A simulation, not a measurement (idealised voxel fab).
Process module, titled voxel transistor to metal
Square cells of 5 nm make up the cross-section cut, whose width is 270 nm.
Format of a cross-section: grid, square cells. Given as bands. Order: top down. Band: one or more rows of cells.
Top height, bottom height, nm. Materials left to right, width each, nm. Single material + "all across" = fills band edge to edge. "empty" = empty.
For the purposes of this specification, 0 denotes the height below which the wafer in its as-received condition is composed wholly of one material, and the lowermost band, lacking a lower limit, extends downward without end, as expressed in "0 and below".
The width entry "30->40" should be interpreted row by row: the top row of cells in the band takes the first number, the bottom row takes the second number, and the change between adjacent rows is uniform throughout.
For the purposes of this document, the phrase "remained the same" attached to a step denotes that no cell within the cross-section was modified by that step.
Listed in "Enclosed voids": every empty space of 8 or more cells without an open way to the top. Form: width x height at distance, the distance being from the left edge, all in nm.
It should be noted that, on the line of a given step, the content following the step's settings is a remark produced by the simulator itself with respect to that step.
If you see "overlay nm" on a step's line and that step has a mask, it's telling you how far right of where it was planned the mask ended up; a negative number means it went left instead.
Quick note on how to read the rest: it's all pairs. You get the cross-section before a process step and the one after, but the after one only goes down as far as the lowest band that changed. The step in between, with its settings, sits under the pair. Heads up, the pairs can come from different runs of this module on the same starting wafer, so don't assume a pair picks up from the one above unless its "Incoming structure" entry says it does.

INCOMING STRUCTURE
- 30 down to 20: SiO2 30 nm  empty 15 nm  SiO2 55 nm  empty 15 nm  SiO2 40 nm  empty 15 nm  SiO2 55 nm  empty 15 nm  SiO2 30 nm
- 20 down to 10: SiO2 30 nm  empty 15 nm  SiO2 10 nm  SiN 5 nm  TiN 5 nm  HfO2 5 nm  W 5 nm  HfO2 5 nm  TiN 5 nm  SiN 5 nm  SiO2 10 nm  empty 15 nm  SiO2 40 nm  empty 15 nm  SiO2 10 nm  SiN 5 nm  TiN 5 nm  HfO2 5 nm  W 5 nm  HfO2 5 nm  TiN 5 nm  SiN 5 nm  SiO2 10 nm  empty 15 nm  SiO2 30 nm
- 10 down to 5: SiO2 15 nm  SiN 5 nm  SiO2 10 nm  empty 15 nm  SiO2 10 nm  SiN 5 nm  TiN 5 nm  HfO2 5 nm  W 5 nm  HfO2 5 nm  TiN 5 nm  SiN 5 nm  SiO2 10 nm  empty 15 nm  SiO2 10 nm  SiN 5 nm  SiO2 10 nm  SiN 5 nm  SiO2 10 nm  empty 15 nm  SiO2 10 nm  SiN 5 nm  TiN 5 nm  HfO2 5 nm  W 5 nm  HfO2 5 nm  TiN 5 nm  SiN 5 nm  SiO2 10 nm  empty 15 nm  SiO2 10 nm  SiN 5 nm  SiO2 15 nm
- 5 down to 0: SiO2 15 nm  SiN 5 nm  SiO2 10 nm  empty 15 nm  nSi 10 nm  SiN 5 nm  TiN 5 nm  HfO2 15 nm  TiN 5 nm  SiN 5 nm  nSi 10 nm  empty 15 nm  SiO2 10 nm  SiN 5 nm  SiO2 10 nm  SiN 5 nm  SiO2 10 nm  empty 15 nm  nSi 10 nm  SiN 5 nm  TiN 5 nm  HfO2 15 nm  TiN 5 nm  SiN 5 nm  nSi 10 nm  empty 15 nm  SiO2 10 nm  SiN 5 nm  SiO2 15 nm
- 0 down to -5: SiO2 30 nm  empty 15 nm  nSi 10 nm  TiN 35 nm  nSi 10 nm  empty 15 nm  SiO2 40 nm  empty 15 nm  nSi 10 nm  TiN 35 nm  nSi 10 nm  empty 15 nm  SiO2 30 nm
- -5 down to -15: SiO2 20 nm  nSi 35 nm  Si 35 nm  nSi 35 nm  SiO2 20 nm  nSi 35 nm  Si 35 nm  nSi 35 nm  SiO2 20 nm
- -15 down to -20: SiO2 20 nm  Si 105 nm  SiO2 20 nm  Si 105 nm  SiO2 20 nm
- -20 and below: Si all across
- Enclosed voids: none

POST-PROCESS SECTION
- 35 down to 30: TiN 35 nm  empty 5 nm  TiN 65 nm  empty 5 nm  TiN 50 nm  empty 5 nm  TiN 65 nm  empty 5 nm  TiN 35 nm
- 30 down to 20: SiO2 30 nm  TiN 5 nm  empty 5 nm  TiN 5 nm  SiO2 55 nm  TiN 5 nm  empty 5 nm  TiN 5 nm  SiO2 40 nm  TiN 5 nm  empty 5 nm  TiN 5 nm  SiO2 55 nm  TiN 5 nm  empty 5 nm  TiN 5 nm  SiO2 30 nm
- 20 down to 10: SiO2 30 nm  TiN 5 nm  empty 5 nm  TiN 5 nm  SiO2 10 nm  SiN 5 nm  TiN 5 nm  HfO2 5 nm  W 5 nm  HfO2 5 nm  TiN 5 nm  SiN 5 nm  SiO2 10 nm  TiN 5 nm  empty 5 nm  TiN 5 nm  SiO2 40 nm  TiN 5 nm  empty 5 nm  TiN 5 nm  SiO2 10 nm  SiN 5 nm  TiN 5 nm  HfO2 5 nm  W 5 nm  HfO2 5 nm  TiN 5 nm  SiN 5 nm  SiO2 10 nm  TiN 5 nm  empty 5 nm  TiN 5 nm  SiO2 30 nm
- 10 down to 5: SiO2 15 nm  SiN 5 nm  SiO2 10 nm  TiN 5 nm  empty 5 nm  TiN 5 nm  SiO2 10 nm  SiN 5 nm  TiN 5 nm  HfO2 5 nm  W 5 nm  HfO2 5 nm  TiN 5 nm  SiN 5 nm  SiO2 10 nm  TiN 5 nm  empty 5 nm  TiN 5 nm  SiO2 10 nm  SiN 5 nm  SiO2 10 nm  SiN 5 nm  SiO2 10 nm  TiN 5 nm  empty 5 nm  TiN 5 nm  SiO2 10 nm  SiN 5 nm  TiN 5 nm  HfO2 5 nm  W 5 nm  HfO2 5 nm  TiN 5 nm  SiN 5 nm  SiO2 10 nm  TiN 5 nm  empty 5 nm  TiN 5 nm  SiO2 10 nm  SiN 5 nm  SiO2 15 nm
- 5 down to 0: SiO2 15 nm  SiN 5 nm  SiO2 10 nm  TiN 5 nm  empty 5 nm  TiN 5 nm  nSi 10 nm  SiN 5 nm  TiN 5 nm  HfO2 15 nm  TiN 5 nm  SiN 5 nm  nSi 10 nm  TiN 5 nm  empty 5 nm  TiN 5 nm  SiO2 10 nm  SiN 5 nm  SiO2 10 nm  SiN 5 nm  SiO2 10 nm  TiN 5 nm  empty 5 nm  TiN 5 nm  nSi 10 nm  SiN 5 nm  TiN 5 nm  HfO2 15 nm  TiN 5 nm  SiN 5 nm  nSi 10 nm  TiN 5 nm  empty 5 nm  TiN 5 nm  SiO2 10 nm  SiN 5 nm  SiO2 15 nm
- 0 down to -5: SiO2 30 nm  TiN 15 nm  nSi 10 nm  TiN 35 nm  nSi 10 nm  TiN 15 nm  SiO2 40 nm  TiN 15 nm  nSi 10 nm  TiN 35 nm  nSi 10 nm  TiN 15 nm  SiO2 30 nm
- below -5: unchanged
- Enclosed voids: none
Going from the before section above to the after section, the step was CONFORMAL_DEP, material TiN, thk nm 5

Incoming structure: For the state before this step, see the after cross-section of the pair located directly above.

POST-PROCESS SECTION
- 45 down to 35: Ru all across
- 35 down to 30: TiN 35 nm  Ru 5 nm  TiN 65 nm  Ru 5 nm  TiN 50 nm  Ru 5 nm  TiN 65 nm  Ru 5 nm  TiN 35 nm
- 30 down to 20: SiO2 30 nm  TiN 5 nm  Ru 5 nm  TiN 5 nm  SiO2 55 nm  TiN 5 nm  Ru 5 nm  TiN 5 nm  SiO2 40 nm  TiN 5 nm  Ru 5 nm  TiN 5 nm  SiO2 55 nm  TiN 5 nm  Ru 5 nm  TiN 5 nm  SiO2 30 nm
- 20 down to 10: SiO2 30 nm  TiN 5 nm  Ru 5 nm  TiN 5 nm  SiO2 10 nm  SiN 5 nm  TiN 5 nm  HfO2 5 nm  W 5 nm  HfO2 5 nm  TiN 5 nm  SiN 5 nm  SiO2 10 nm  TiN 5 nm  Ru 5 nm  TiN 5 nm  SiO2 40 nm  TiN 5 nm  Ru 5 nm  TiN 5 nm  SiO2 10 nm  SiN 5 nm  TiN 5 nm  HfO2 5 nm  W 5 nm  HfO2 5 nm  TiN 5 nm  SiN 5 nm  SiO2 10 nm  TiN 5 nm  Ru 5 nm  TiN 5 nm  SiO2 30 nm
- 10 down to 5: SiO2 15 nm  SiN 5 nm  SiO2 10 nm  TiN 5 nm  Ru 5 nm  TiN 5 nm  SiO2 10 nm  SiN 5 nm  TiN 5 nm  HfO2 5 nm  W 5 nm  HfO2 5 nm  TiN 5 nm  SiN 5 nm  SiO2 10 nm  TiN 5 nm  Ru 5 nm  TiN 5 nm  SiO2 10 nm  SiN 5 nm  SiO2 10 nm  SiN 5 nm  SiO2 10 nm  TiN 5 nm  Ru 5 nm  TiN 5 nm  SiO2 10 nm  SiN 5 nm  TiN 5 nm  HfO2 5 nm  W 5 nm  HfO2 5 nm  TiN 5 nm  SiN 5 nm  SiO2 10 nm  TiN 5 nm  Ru 5 nm  TiN 5 nm  SiO2 10 nm  SiN 5 nm  SiO2 15 nm
- 5 down to 0: SiO2 15 nm  SiN 5 nm  SiO2 10 nm  TiN 5 nm  Ru 5 nm  TiN 5 nm  nSi 10 nm  SiN 5 nm  TiN 5 nm  HfO2 15 nm  TiN 5 nm  SiN 5 nm  nSi 10 nm  TiN 5 nm  Ru 5 nm  TiN 5 nm  SiO2 10 nm  SiN 5 nm  SiO2 10 nm  SiN 5 nm  SiO2 10 nm  TiN 5 nm  Ru 5 nm  TiN 5 nm  nSi 10 nm  SiN 5 nm  TiN 5 nm  HfO2 15 nm  TiN 5 nm  SiN 5 nm  nSi 10 nm  TiN 5 nm  Ru 5 nm  TiN 5 nm  SiO2 10 nm  SiN 5 nm  SiO2 15 nm
- below 0: unchanged
- Enclosed voids: none
Going from the before section above to the after section, the step was FILL_DEP, material Ru, thk nm 10

Incoming structure: For the state before this step, see the after cross-section of the pair located directly above.

POST-PROCESS SECTION
- 30 down to 20: SiO2 30 nm  TiN 5 nm  Ru 5 nm  TiN 5 nm  SiO2 55 nm  TiN 5 nm  Ru 5 nm  TiN 5 nm  SiO2 40 nm  TiN 5 nm  Ru 5 nm  TiN 5 nm  SiO2 55 nm  TiN 5 nm  Ru 5 nm  TiN 5 nm  SiO2 30 nm
- below 20: unchanged
- Enclosed voids: none
Going from the before section above to the after section, the step was CMP, height nm 30

Incoming structure: For the state before this step, see the after cross-section of the pair located directly above.

POST-PROCESS SECTION
- 35 down to 30: TiN all across
- below 30: unchanged
- Enclosed voids: none
Going from the before section above to the after section, the step was DIRECTIONAL_DEP, material TiN, thk nm 5

Incoming structure: For the state before this step, see the after cross-section of the pair located directly above.

POST-PROCESS SECTION
- 50 down to 35: Ru all across
- below 35: unchanged
- Enclosed voids: none
Going from the before section above to the after section, the step was DIRECTIONAL_DEP, material Ru, thk nm 15

Incoming structure: For the state before this step, see the after cross-section of the pair located directly above.

POST-PROCESS SECTION
- 50 down to 35: empty 30 nm  Ru 15 nm  empty 55 nm  Ru 15 nm  empty 40 nm  Ru 15 nm  empty 55 nm  Ru 15 nm  empty 30 nm
- below 35: unchanged
- Enclosed voids: none
Going from the before section above to the after section, the step was MASKED_ETCH, tone cover, mask id METAL_1, width nm 15, etch materials Ru, depth nm 15, overlay nm 0

Incoming structure: For the state before this step, see the after cross-section of the pair located directly above.

POST-PROCESS SECTION
- 50 down to 35: empty 30 nm  Ru 15 nm  empty 55 nm  Ru 15 nm  empty 40 nm  Ru 15 nm  empty 55 nm  Ru 15 nm  empty 30 nm
- 35 down to 30: empty 30 nm  TiN 15 nm  empty 55 nm  TiN 15 nm  empty 40 nm  TiN 15 nm  empty 55 nm  TiN 15 nm  empty 30 nm
- below 30: unchanged
- Enclosed voids: none
Going from the before section above to the after section, the step was MASKED_ETCH, tone cover, mask id METAL_1, width nm 15, etch materials TiN, depth nm 5, overlay nm 0

Incoming structure: For the state before this step, see the after cross-section of the pair located directly above.

POST-PROCESS SECTION
- 55 down to 50: empty 25 nm  SiCN 25 nm  empty 45 nm  SiCN 25 nm  empty 30 nm  SiCN 25 nm  empty 45 nm  SiCN 25 nm  empty 25 nm
- 50 down to 35: empty 25 nm  SiCN 5 nm  Ru 15 nm  SiCN 5 nm  empty 45 nm  SiCN 5 nm  Ru 15 nm  SiCN 5 nm  empty 30 nm  SiCN 5 nm  Ru 15 nm  SiCN 5 nm  empty 45 nm  SiCN 5 nm  Ru 15 nm  SiCN 5 nm  empty 25 nm
- 35 down to 30: SiCN 30 nm  TiN 15 nm  SiCN 55 nm  TiN 15 nm  SiCN 40 nm  TiN 15 nm  SiCN 55 nm  TiN 15 nm  SiCN 30 nm
- below 30: unchanged
- Enclosed voids: none
Going from the before section above to the after section, the step was CONFORMAL_DEP, material SiCN, thk nm 5

Incoming structure: For the state before this step, see the after cross-section of the pair located directly above.

POST-PROCESS SECTION
- 60 down to 55: lowk all across
- 55 down to 50: lowk 25 nm  SiCN 25 nm  lowk 45 nm  SiCN 25 nm  lowk 30 nm  SiCN 25 nm  lowk 45 nm  SiCN 25 nm  lowk 25 nm
- 50 down to 35: lowk 25 nm  SiCN 5 nm  Ru 15 nm  SiCN 5 nm  lowk 45 nm  SiCN 5 nm  Ru 15 nm  SiCN 5 nm  lowk 30 nm  SiCN 5 nm  Ru 15 nm  SiCN 5 nm  lowk 45 nm  SiCN 5 nm  Ru 15 nm  SiCN 5 nm  lowk 25 nm
- below 35: unchanged
- Enclosed voids: none
Going from the before section above to the after section, the step was FILL_DEP, material lowk, thk nm 5

Incoming structure: For the state before this step, see the after cross-section of the pair located directly above.

POST-PROCESS SECTION
- 50 down to 35: lowk 25 nm  SiCN 5 nm  Ru 15 nm  SiCN 5 nm  lowk 45 nm  SiCN 5 nm  Ru 15 nm  SiCN 5 nm  lowk 30 nm  SiCN 5 nm  Ru 15 nm  SiCN 5 nm  lowk 45 nm  SiCN 5 nm  Ru 15 nm  SiCN 5 nm  lowk 25 nm
- below 35: unchanged
- Enclosed voids: none
Going from the before section above to the after section, the step was CMP, height nm 50

Incoming structure: For the state before this step, see the after cross-section of the pair located directly above.

POST-PROCESS SECTION
- 55 down to 50: SiCN all across
- below 50: unchanged
- Enclosed voids: none
Going from the before section above to the after section, the step was CONFORMAL_DEP, material SiCN, thk nm 5

INCOMING STRUCTURE
- 40 down to 25: empty 55 nm  SiN 5 nm  SiCN 25 nm  SiN 5 nm  empty 90 nm  SiN 5 nm  SiCN 25 nm  SiN 5 nm  empty 55 nm
- 25 down to 10: empty 55 nm  SiN 5 nm  polySi 25 nm  SiN 5 nm  empty 90 nm  SiN 5 nm  polySi 25 nm  SiN 5 nm  empty 55 nm
- 10 down to 5: empty 15 nm  SiN 5 nm  empty 35 nm  SiN 5 nm  polySi 25 nm  SiN 5 nm  empty 35 nm  SiN 5 nm  empty 10 nm  SiN 5 nm  empty 35 nm  SiN 5 nm  polySi 25 nm  SiN 5 nm  empty 35 nm  SiN 5 nm  empty 15 nm
- 5 down to 0: SiO2 15 nm  SiN 5 nm  empty 35 nm  SiN 5 nm  polySi 25 nm  SiN 5 nm  empty 35 nm  SiN 5 nm  SiO2 10 nm  SiN 5 nm  empty 35 nm  SiN 5 nm  polySi 25 nm  SiN 5 nm  empty 35 nm  SiN 5 nm  SiO2 15 nm
- 0 down to -5: SiO2 20 nm  empty 35 nm  SiO2 35 nm  empty 35 nm  SiO2 20 nm  empty 35 nm  SiO2 35 nm  empty 35 nm  SiO2 20 nm
- -5 down to -20: SiO2 20 nm  Si 105 nm  SiO2 20 nm  Si 105 nm  SiO2 20 nm
- -20 and below: Si all across
- Enclosed voids: none

POST-PROCESS SECTION
- 40 down to 25: empty 55 nm  SiN 5 nm  SiCN 25 nm  SiN 5 nm  empty 90 nm  SiN 5 nm  SiCN 25 nm  SiN 5 nm  empty 55 nm
- 25 down to 10: empty 55 nm  SiN 5 nm  polySi 25 nm  SiN 5 nm  empty 90 nm  SiN 5 nm  polySi 25 nm  SiN 5 nm  empty 55 nm
- 10 down to 5: empty 15 nm  SiN 5 nm  empty 35 nm  SiN 5 nm  polySi 25 nm  SiN 5 nm  empty 35 nm  SiN 5 nm  empty 10 nm  SiN 5 nm  empty 35 nm  SiN 5 nm  polySi 25 nm  SiN 5 nm  empty 35 nm  SiN 5 nm  empty 15 nm
- 5 down to 0: SiO2 15 nm  SiN 5 nm  empty 35 nm  SiN 5 nm  polySi 25 nm  SiN 5 nm  empty 35 nm  SiN 5 nm  SiO2 10 nm  SiN 5 nm  empty 35 nm  SiN 5 nm  polySi 25 nm  SiN 5 nm  empty 35 nm  SiN 5 nm  SiO2 15 nm
- 0 down to -5: SiO2 20 nm  empty 35 nm  SiO2 35 nm  empty 35 nm  SiO2 20 nm  empty 35 nm  SiO2 35 nm  empty 35 nm  SiO2 20 nm
- -5 down to -20: SiO2 20 nm  empty 35 nm  Si 35 nm  empty 35 nm  SiO2 20 nm  empty 35 nm  Si 35 nm  empty 35 nm  SiO2 20 nm
- below -20: unchanged
- Enclosed voids: none
Going from the before section above to the after section, the step was DIRECTIONAL_ETCH, etch materials Si, depth nm 15

Incoming structure: For the state before this step, see the after cross-section of the pair located directly above.

POST-PROCESS SECTION
- 40 down to 25: empty 55 nm  SiN 5 nm  SiCN 25 nm  SiN 5 nm  empty 90 nm  SiN 5 nm  SiCN 25 nm  SiN 5 nm  empty 55 nm
- 25 down to 10: empty 55 nm  SiN 5 nm  polySi 25 nm  SiN 5 nm  empty 90 nm  SiN 5 nm  polySi 25 nm  SiN 5 nm  empty 55 nm
- 10 down to 5: empty 15 nm  SiN 5 nm  empty 35 nm  SiN 5 nm  polySi 25 nm  SiN 5 nm  empty 35 nm  SiN 5 nm  empty 10 nm  SiN 5 nm  empty 35 nm  SiN 5 nm  polySi 25 nm  SiN 5 nm  empty 35 nm  SiN 5 nm  empty 15 nm
- 5 down to 0: SiO2 15 nm  SiN 5 nm  empty 25 nm  nSi 10 nm  SiN 5 nm  polySi 25 nm  SiN 5 nm  nSi 10 nm  empty 25 nm  SiN 5 nm  SiO2 10 nm  SiN 5 nm  empty 25 nm  nSi 10 nm  SiN 5 nm  polySi 25 nm  SiN 5 nm  nSi 10 nm  empty 25 nm  SiN 5 nm  SiO2 15 nm
- 0 down to -5: SiO2 20 nm  empty 25 nm  nSi 10 nm  SiO2 35 nm  nSi 10 nm  empty 25 nm  SiO2 20 nm  empty 25 nm  nSi 10 nm  SiO2 35 nm  nSi 10 nm  empty 25 nm  SiO2 20 nm
- -5 down to -10: SiO2 20 nm  empty 25 nm  nSi 10 nm  Si 35 nm  nSi 10 nm  empty 25 nm  SiO2 20 nm  empty 25 nm  nSi 10 nm  Si 35 nm  nSi 10 nm  empty 25 nm  SiO2 20 nm
- -10 down to -20: SiO2 20 nm  nSi 35 nm  Si 35 nm  nSi 35 nm  SiO2 20 nm  nSi 35 nm  Si 35 nm  nSi 35 nm  SiO2 20 nm
- below -20: unchanged
- Enclosed voids: none
Going from the before section above to the after section, the step was EPI, material nSi, thk nm 10

Incoming structure: For the state before this step, see the after cross-section of the pair located directly above.

POST-PROCESS SECTION
- 45 down to 40: SiO2 all across
- 40 down to 25: SiO2 55 nm  SiN 5 nm  SiCN 25 nm  SiN 5 nm  SiO2 90 nm  SiN 5 nm  SiCN 25 nm  SiN 5 nm  SiO2 55 nm
- 25 down to 10: SiO2 55 nm  SiN 5 nm  polySi 25 nm  SiN 5 nm  SiO2 90 nm  SiN 5 nm  polySi 25 nm  SiN 5 nm  SiO2 55 nm
- 10 down to 5: SiO2 15 nm  SiN 5 nm  SiO2 35 nm  SiN 5 nm  polySi 25 nm  SiN 5 nm  SiO2 35 nm  SiN 5 nm  SiO2 10 nm  SiN 5 nm  SiO2 35 nm  SiN 5 nm  polySi 25 nm  SiN 5 nm  SiO2 35 nm  SiN 5 nm  SiO2 15 nm
- 5 down to 0: SiO2 15 nm  SiN 5 nm  SiO2 25 nm  nSi 10 nm  SiN 5 nm  polySi 25 nm  SiN 5 nm  nSi 10 nm  SiO2 25 nm  SiN 5 nm  SiO2 10 nm  SiN 5 nm  SiO2 25 nm  nSi 10 nm  SiN 5 nm  polySi 25 nm  SiN 5 nm  nSi 10 nm  SiO2 25 nm  SiN 5 nm  SiO2 15 nm
- 0 down to -5: SiO2 45 nm  nSi 10 nm  SiO2 35 nm  nSi 10 nm  SiO2 70 nm  nSi 10 nm  SiO2 35 nm  nSi 10 nm  SiO2 45 nm
- -5 down to -10: SiO2 45 nm  nSi 10 nm  Si 35 nm  nSi 10 nm  SiO2 70 nm  nSi 10 nm  Si 35 nm  nSi 10 nm  SiO2 45 nm
- below -10: unchanged
- Enclosed voids: none
Going from the before section above to the after section, the step was FILL_DEP, material SiO2, thk nm 5

Incoming structure: For the state before this step, see the after cross-section of the pair located directly above.

POST-PROCESS SECTION
- 25 down to 10: SiO2 55 nm  SiN 5 nm  polySi 25 nm  SiN 5 nm  SiO2 90 nm  SiN 5 nm  polySi 25 nm  SiN 5 nm  SiO2 55 nm
- below 10: unchanged
- Enclosed voids: none
Going from the before section above to the after section, the step was CMP, height nm 25

Incoming structure: For the state before this step, see the after cross-section of the pair located directly above.

POST-PROCESS SECTION
- 25 down to 10: SiO2 55 nm  SiN 5 nm  empty 25 nm  SiN 5 nm  SiO2 90 nm  SiN 5 nm  empty 25 nm  SiN 5 nm  SiO2 55 nm
- 10 down to 5: SiO2 15 nm  SiN 5 nm  SiO2 35 nm  SiN 5 nm  empty 25 nm  SiN 5 nm  SiO2 35 nm  SiN 5 nm  SiO2 10 nm  SiN 5 nm  SiO2 35 nm  SiN 5 nm  empty 25 nm  SiN 5 nm  SiO2 35 nm  SiN 5 nm  SiO2 15 nm
- 5 down to 0: SiO2 15 nm  SiN 5 nm  SiO2 25 nm  nSi 10 nm  SiN 5 nm  empty 25 nm  SiN 5 nm  nSi 10 nm  SiO2 25 nm  SiN 5 nm  SiO2 10 nm  SiN 5 nm  SiO2 25 nm  nSi 10 nm  SiN 5 nm  empty 25 nm  SiN 5 nm  nSi 10 nm  SiO2 25 nm  SiN 5 nm  SiO2 15 nm
- below 0: unchanged
- Enclosed voids: none
Going from the before section above to the after section, the step was STRIP, etch materials polySi

Incoming structure: For the state before this step, see the after cross-section of the pair located directly above.

POST-PROCESS SECTION
- 25 down to 20: empty 55 nm  SiN 5 nm  empty 25 nm  SiN 5 nm  empty 90 nm  SiN 5 nm  empty 25 nm  SiN 5 nm  empty 55 nm
- 20 down to 10: SiO2 55 nm  SiN 5 nm  empty 25 nm  SiN 5 nm  SiO2 90 nm  SiN 5 nm  empty 25 nm  SiN 5 nm  SiO2 55 nm
- 10 down to 5: SiO2 15 nm  SiN 5 nm  SiO2 35 nm  SiN 5 nm  empty 25 nm  SiN 5 nm  SiO2 35 nm  SiN 5 nm  SiO2 10 nm  SiN 5 nm  SiO2 35 nm  SiN 5 nm  empty 25 nm  SiN 5 nm  SiO2 35 nm  SiN 5 nm  SiO2 15 nm
- 5 down to 0: SiO2 15 nm  SiN 5 nm  SiO2 25 nm  nSi 10 nm  SiN 5 nm  empty 25 nm  SiN 5 nm  nSi 10 nm  SiO2 25 nm  SiN 5 nm  SiO2 10 nm  SiN 5 nm  SiO2 25 nm  nSi 10 nm  SiN 5 nm  empty 25 nm  SiN 5 nm  nSi 10 nm  SiO2 25 nm  SiN 5 nm  SiO2 15 nm
- 0 down to -5: SiO2 45 nm  nSi 10 nm  empty 35 nm  nSi 10 nm  SiO2 70 nm  nSi 10 nm  empty 35 nm  nSi 10 nm  SiO2 45 nm
- below -5: unchanged
- Enclosed voids: none
Going from the before section above to the after section, the step was SELECTIVE_ETCH, etch materials SiO2, depth nm 5

Incoming structure: For the state before this step, see the after cross-section of the pair located directly above.

POST-PROCESS SECTION
- 30 down to 25: empty 50 nm  HfO2 15 nm  empty 15 nm  HfO2 15 nm  empty 80 nm  HfO2 15 nm  empty 15 nm  HfO2 15 nm  empty 50 nm
- 25 down to 20: HfO2 55 nm  SiN 5 nm  HfO2 5 nm  empty 15 nm  HfO2 5 nm  SiN 5 nm  HfO2 90 nm  SiN 5 nm  HfO2 5 nm  empty 15 nm  HfO2 5 nm  SiN 5 nm  HfO2 55 nm
- 20 down to 10: SiO2 55 nm  SiN 5 nm  HfO2 5 nm  empty 15 nm  HfO2 5 nm  SiN 5 nm  SiO2 90 nm  SiN 5 nm  HfO2 5 nm  empty 15 nm  HfO2 5 nm  SiN 5 nm  SiO2 55 nm
- 10 down to 5: SiO2 15 nm  SiN 5 nm  SiO2 35 nm  SiN 5 nm  HfO2 5 nm  empty 15 nm  HfO2 5 nm  SiN 5 nm  SiO2 35 nm  SiN 5 nm  SiO2 10 nm  SiN 5 nm  SiO2 35 nm  SiN 5 nm  HfO2 5 nm  empty 15 nm  HfO2 5 nm  SiN 5 nm  SiO2 35 nm  SiN 5 nm  SiO2 15 nm
- 5 down to 0: SiO2 15 nm  SiN 5 nm  SiO2 25 nm  nSi 10 nm  SiN 5 nm  HfO2 5 nm  empty 15 nm  HfO2 5 nm  SiN 5 nm  nSi 10 nm  SiO2 25 nm  SiN 5 nm  SiO2 10 nm  SiN 5 nm  SiO2 25 nm  nSi 10 nm  SiN 5 nm  HfO2 5 nm  empty 15 nm  HfO2 5 nm  SiN 5 nm  nSi 10 nm  SiO2 25 nm  SiN 5 nm  SiO2 15 nm
- 0 down to -5: SiO2 45 nm  nSi 10 nm  HfO2 35 nm  nSi 10 nm  SiO2 70 nm  nSi 10 nm  HfO2 35 nm  nSi 10 nm  SiO2 45 nm
- below -5: unchanged
- Enclosed voids: none
Going from the before section above to the after section, the step was CONFORMAL_DEP, material HfO2, thk nm 5

Incoming structure: For the state before this step, see the after cross-section of the pair located directly above.

POST-PROCESS SECTION
- 35 down to 30: empty 45 nm  TiN 25 nm  empty 5 nm  TiN 25 nm  empty 70 nm  TiN 25 nm  empty 5 nm  TiN 25 nm  empty 45 nm
- 30 down to 25: TiN 50 nm  HfO2 15 nm  TiN 5 nm  empty 5 nm  TiN 5 nm  HfO2 15 nm  TiN 80 nm  HfO2 15 nm  TiN 5 nm  empty 5 nm  TiN 5 nm  HfO2 15 nm  TiN 50 nm
- 25 down to 20: HfO2 55 nm  SiN 5 nm  HfO2 5 nm  TiN 5 nm  empty 5 nm  TiN 5 nm  HfO2 5 nm  SiN 5 nm  HfO2 90 nm  SiN 5 nm  HfO2 5 nm  TiN 5 nm  empty 5 nm  TiN 5 nm  HfO2 5 nm  SiN 5 nm  HfO2 55 nm
- 20 down to 10: SiO2 55 nm  SiN 5 nm  HfO2 5 nm  TiN 5 nm  empty 5 nm  TiN 5 nm  HfO2 5 nm  SiN 5 nm  SiO2 90 nm  SiN 5 nm  HfO2 5 nm  TiN 5 nm  empty 5 nm  TiN 5 nm  HfO2 5 nm  SiN 5 nm  SiO2 55 nm
- 10 down to 5: SiO2 15 nm  SiN 5 nm  SiO2 35 nm  SiN 5 nm  HfO2 5 nm  TiN 5 nm  empty 5 nm  TiN 5 nm  HfO2 5 nm  SiN 5 nm  SiO2 35 nm  SiN 5 nm  SiO2 10 nm  SiN 5 nm  SiO2 35 nm  SiN 5 nm  HfO2 5 nm  TiN 5 nm  empty 5 nm  TiN 5 nm  HfO2 5 nm  SiN 5 nm  SiO2 35 nm  SiN 5 nm  SiO2 15 nm
- 5 down to 0: SiO2 15 nm  SiN 5 nm  SiO2 25 nm  nSi 10 nm  SiN 5 nm  HfO2 5 nm  TiN 15 nm  HfO2 5 nm  SiN 5 nm  nSi 10 nm  SiO2 25 nm  SiN 5 nm  SiO2 10 nm  SiN 5 nm  SiO2 25 nm  nSi 10 nm  SiN 5 nm  HfO2 5 nm  TiN 15 nm  HfO2 5 nm  SiN 5 nm  nSi 10 nm  SiO2 25 nm  SiN 5 nm  SiO2 15 nm
- below 0: unchanged
- Enclosed voids: none
Going from the before section above to the after section, the step was CONFORMAL_DEP, material TiN, thk nm 5

Incoming structure: For the state before this step, see the after cross-section of the pair located directly above.

POST-PROCESS SECTION
- 40 down to 35: W all across
- 35 down to 30: W 45 nm  TiN 25 nm  W 5 nm  TiN 25 nm  W 70 nm  TiN 25 nm  W 5 nm  TiN 25 nm  W 45 nm
- 30 down to 25: TiN 50 nm  HfO2 15 nm  TiN 5 nm  W 5 nm  TiN 5 nm  HfO2 15 nm  TiN 80 nm  HfO2 15 nm  TiN 5 nm  W 5 nm  TiN 5 nm  HfO2 15 nm  TiN 50 nm
- 25 down to 20: HfO2 55 nm  SiN 5 nm  HfO2 5 nm  TiN 5 nm  W 5 nm  TiN 5 nm  HfO2 5 nm  SiN 5 nm  HfO2 90 nm  SiN 5 nm  HfO2 5 nm  TiN 5 nm  W 5 nm  TiN 5 nm  HfO2 5 nm  SiN 5 nm  HfO2 55 nm
- 20 down to 10: SiO2 55 nm  SiN 5 nm  HfO2 5 nm  TiN 5 nm  W 5 nm  TiN 5 nm  HfO2 5 nm  SiN 5 nm  SiO2 90 nm  SiN 5 nm  HfO2 5 nm  TiN 5 nm  W 5 nm  TiN 5 nm  HfO2 5 nm  SiN 5 nm  SiO2 55 nm
- 10 down to 5: SiO2 15 nm  SiN 5 nm  SiO2 35 nm  SiN 5 nm  HfO2 5 nm  TiN 5 nm  W 5 nm  TiN 5 nm  HfO2 5 nm  SiN 5 nm  SiO2 35 nm  SiN 5 nm  SiO2 10 nm  SiN 5 nm  SiO2 35 nm  SiN 5 nm  HfO2 5 nm  TiN 5 nm  W 5 nm  TiN 5 nm  HfO2 5 nm  SiN 5 nm  SiO2 35 nm  SiN 5 nm  SiO2 15 nm
- below 5: unchanged
- Enclosed voids: none
Going from the before section above to the after section, the step was FILL_DEP, material W, thk nm 5

Incoming structure: For the state before this step, see the after cross-section of the pair located directly above.

POST-PROCESS SECTION
- 20 down to 10: SiO2 55 nm  SiN 5 nm  HfO2 5 nm  TiN 5 nm  W 5 nm  TiN 5 nm  HfO2 5 nm  SiN 5 nm  SiO2 90 nm  SiN 5 nm  HfO2 5 nm  TiN 5 nm  W 5 nm  TiN 5 nm  HfO2 5 nm  SiN 5 nm  SiO2 55 nm
- below 10: unchanged
- Enclosed voids: none
Going from the before section above to the after section, the step was CMP, height nm 20

Incoming structure: For the state before this step, see the after cross-section of the pair located directly above.

POST-PROCESS SECTION
- 30 down to 20: SiO2 all across
- below 20: unchanged
- Enclosed voids: none
Going from the before section above to the after section, the step was DIRECTIONAL_DEP, material SiO2, thk nm 10
